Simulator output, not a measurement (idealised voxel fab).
process module | voxel gate over fins
cross-section cut | 205 nm wide | cells 5 nm
A cross-section is a grid of square cells, given in bands from the top down. A band is one or more rows of cells.
Each band's line starts with the height of the band's top and of its bottom, in nm. Then come its materials from left to right, each with its width in nm. One material with "throughout" fills the band from edge to edge. "air" is empty space.
Height 0 is the level under which the wafer as received is all one material. The lowest band goes on downwards, as in "0 down".
A width such as "30 to 40" changes by the same amount from each row of cells to the next, from the band's top row to its bottom row.
"no change" after a step means that no cell of the cross-section changed.
closed voids: empty space of 8 cells or more with no open way to the top, each as width x height at its distance from the left edge, in nm
after a step's settings: what the simulator itself notes on the step
overlay nm, on a step with a mask: how far to the right of its planned place the mask lay; to the left if negative
plan
1 op RECEIVE | material Si
2 op CONFORMAL_DEP | material SiN | thk nm 5
3 op DIRECTIONAL_DEP | material aC | thk nm 15
4 op PATTERN | tone cover | mask id FINS | material resist | width nm 15 | pitch nm 45 | thk nm 30 | overlay nm 0
5 op DIRECTIONAL_ETCH | etch materials aC | depth nm 15
6 op STRIP | etch materials resist
7 op DIRECTIONAL_ETCH | etch materials SiN | depth nm 5
8 op DIRECTIONAL_ETCH | etch materials Si | depth nm 40
9 op STRIP | etch materials aC
10 op FILL_DEP | material SiO2 | thk nm 5
11 op CMP | height nm 5
12 op SELECTIVE_ETCH | etch materials SiO2 | depth nm 20
13 op STRIP | etch materials SiN
14 op CONFORMAL_DEP | material HfO2 | thk nm 5
15 op CONFORMAL_DEP | material TiN | thk nm 5
16 op FILL_DEP | material W | thk nm 15
17 op CMP | height nm 20
18 op CONFORMAL_DEP | material SiCN | thk nm 10
varied across the wafers: thk nm of step 14. The plan shows the first wafer's value. All wafers start alike
first wafer as received, after step 1
  0 down: Si throughout
  closed voids: none
each wafer at the end: cells of each material gained (+) or lost (-) since it was received, then its closed voids
thk nm 5 | +65 HfO2 | -232 Si | +82 SiCN | +145 SiO2 | +65 TiN | +121 W | closed voids: none
thk nm 10 | +130 HfO2 | -232 Si | +82 SiCN | +145 SiO2 | +65 TiN | +56 W | closed voids: none
thk nm 15 | +195 HfO2 | -232 Si | +82 SiCN | +145 SiO2 | +47 TiN | +9 W | closed voids: none
thk nm 20 | +242 HfO2 | -232 Si | +82 SiCN | +145 SiO2 | +7 TiN | +2 W | closed voids: none
